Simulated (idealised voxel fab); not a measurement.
process module | voxel gate over fins
cross-section cut | 250 nm wide | cells 5 nm
A cross-section is a grid of square cells, given in bands from the top down. A band is one or more rows of cells.
Each band's line starts with the height of the band's top and of its bottom, in nm. Then come its materials from left to right, each with its width in nm. One material with "throughout" fills the band from edge to edge. "air" is empty space.
Height 0 is the level under which the wafer as received is all one material. The lowest band goes on downwards, as in "0 down".
A width such as "30 to 40" changes by the same amount from each row of cells to the next, from the band's top row to its bottom row.
"no change" after a step means that no cell of the cross-section changed.
closed voids: empty space of 8 cells or more with no open way to the top, each as width x height at its distance from the left edge, in nm
after a step's settings: what the simulator itself notes on the step
overlay nm, on a step with a mask: how far to the right of its planned place the mask lay; to the left if negative
plan
1 op RECEIVE | material Si
2 op CONFORMAL_DEP | material SiN | thk nm 5
3 op MASKED_ETCH | tone cover | mask id FINS | width nm 15 | pitch nm 60 | etch materials SiN | depth nm 5 | overlay nm 0
4 op MASKED_ETCH | tone cover | mask id FINS | width nm 15 | pitch nm 60 | etch materials Si | depth nm 40 | overlay nm 0
5 op OXIDIZE | depth nm 5
6 op FILL_DEP | material SiO2 | thk nm 10
7 op CMP | height nm 5
8 op DIRECTIONAL_DEP | material aC | thk nm 10
9 op PATTERN | tone open | mask id RAIL | material resist | width nm 15 | thk nm 30 | overlay nm 0
10 op DIRECTIONAL_ETCH | etch materials aC | depth nm 10
11 op STRIP | etch materials resist
12 op DIRECTIONAL_ETCH | etch materials SiO2 | depth nm 40
13 op STRIP | etch materials aC
14 op CONFORMAL_DEP | material TiN | thk nm 5
15 op FILL_DEP | material W | thk nm 10
16 op CMP | height nm 5
17 op SELECTIVE_ETCH | etch materials W Ru TiN | depth nm 25
18 op FILL_DEP | material SiO2 | thk nm 5
19 op CMP | height nm 5
20 op SELECTIVE_ETCH | etch materials SiO2 | depth nm 15
21 op STRIP | etch materials SiN
22 op CONFORMAL_DEP | material HfO2 | thk nm 5
23 op CONFORMAL_DEP | material TiN | thk nm 5
24 op CONFORMAL_DEP | material TiAl | thk nm 5
25 op CONFORMAL_DEP | material TiN | thk nm 5
26 op FILL_DEP | material W | thk nm 10
27 op CMP | height nm 25
28 op CONFORMAL_DEP | material SiN | thk nm 10
as received, after step 1
  0 down: Si throughout
  closed voids: none
first wafer at the end, as planned
  35 to 25: SiN throughout
  25 to 20: W throughout
  20 to 15: W 40 | TiN 45 | W 15 | TiN 45 | W 15 | TiN 45 | W 45
  15 to 10: W 40 | TiN 5 | TiAl 35 | TiN 5 | W 15 | TiN 5 | TiAl 35 | TiN 5 | W 15 | TiN 5 | TiAl 35 | TiN 5 | W 45
  10 to 5: TiN 45 | TiAl 5 | TiN 25 | TiAl 5 | TiN 25 | TiAl 5 | TiN 25 | TiAl 5 | TiN 25 | TiAl 5 | TiN 25 | TiAl 5 | TiN 50
  5 to 0: TiAl 50 | TiN 5 | HfO2 15 | TiN 5 | TiAl 35 | TiN 5 | HfO2 15 | TiN 5 | TiAl 35 | TiN 5 | HfO2 15 | TiN 5 | TiAl 55
  0 to -5: TiN 55 | HfO2 5 | Si 5 | HfO2 5 | TiN 45 | HfO2 5 | Si 5 | HfO2 5 | TiN 45 | HfO2 5 | Si 5 | HfO2 5 | TiN 60
  -5 to -10: HfO2 60 | Si 5 | HfO2 55 | Si 5 | HfO2 55 | Si 5 | HfO2 65
  -10 to -20: SiO2 60 | Si 5 | SiO2 55 | Si 5 | SiO2 55 | Si 5 | SiO2 65
  -20 to -30: SiO2 60 | Si 5 | SiO2 20 | TiN 5 | W 5 | TiN 5 | SiO2 20 | Si 5 | SiO2 55 | Si 5 | SiO2 65
  -30 to -35: SiO2 60 | Si 5 | SiO2 20 | TiN 15 | SiO2 20 | Si 5 | SiO2 55 | Si 5 | SiO2 65
  -35 to -45: SiO2 60 | Si 5 | SiO2 55 | Si 5 | SiO2 55 | Si 5 | SiO2 65
  -45 down: Si throughout
  closed voids: none
second wafer at the end: like start, like plan, one mistake
  35 to 25: SiN throughout
  25 to 20: W 70 | TiN 45 | W 135
  20 to 15: W 40 | TiN 35 | TiAl 35 | TiN 35 | W 15 | TiN 45 | W 45
  15 to 10: W 40 | TiN 5 | TiAl 35 | TiN 25 | TiAl 35 | TiN 5 | W 15 | TiN 5 | TiAl 35 | TiN 5 | W 45
  10 to 5: TiN 45 | TiAl 5 | TiN 25 | TiAl 5 | TiN 5 | HfO2 15 | TiN 5 | TiAl 5 | TiN 25 | TiAl 5 | TiN 25 | TiAl 5 | TiN 25 | TiAl 5 | TiN 50
  5 to 0: TiAl 50 | TiN 5 | HfO2 15 | TiN 5 | TiAl 5 | TiN 5 | HfO2 15 | TiN 5 | TiAl 5 | TiN 5 | HfO2 15 | TiN 5 | TiAl 35 | TiN 5 | HfO2 15 | TiN 5 | TiAl 55
  0 to -5: TiN 55 | HfO2 5 | Si 5 | HfO2 5 | TiN 15 | HfO2 15 | TiN 15 | HfO2 5 | Si 5 | HfO2 5 | TiN 45 | HfO2 5 | Si 5 | HfO2 5 | TiN 60
  -5 to -10: HfO2 60 | Si 5 | HfO2 55 | Si 5 | HfO2 55 | Si 5 | HfO2 65
  -10 to -20: SiO2 60 | Si 5 | SiO2 25 | HfO2 5 | SiO2 25 | Si 5 | SiO2 55 | Si 5 | SiO2 65
  -20 to -30: SiO2 60 | Si 5 | SiO2 20 | TiN 5 | HfO2 5 | TiN 5 | SiO2 20 | Si 5 | SiO2 55 | Si 5 | SiO2 65
  -30 to -35: SiO2 60 | Si 5 | SiO2 20 | TiN 15 | SiO2 20 | Si 5 | SiO2 55 | Si 5 | SiO2 65
  -35 to -45: SiO2 60 | Si 5 | SiO2 55 | Si 5 | SiO2 55 | Si 5 | SiO2 65
  -45 down: Si throughout
  closed voids: none
what went wrong: step 15 ran as: op FILL_DEP | material HfO2 | thk nm 10
at the end the second wafer has, in cells: 13 more of HfO2 | 2 fewer of SiO2 | 2 more of TiAl | 4 more of TiN | 17 fewer of W
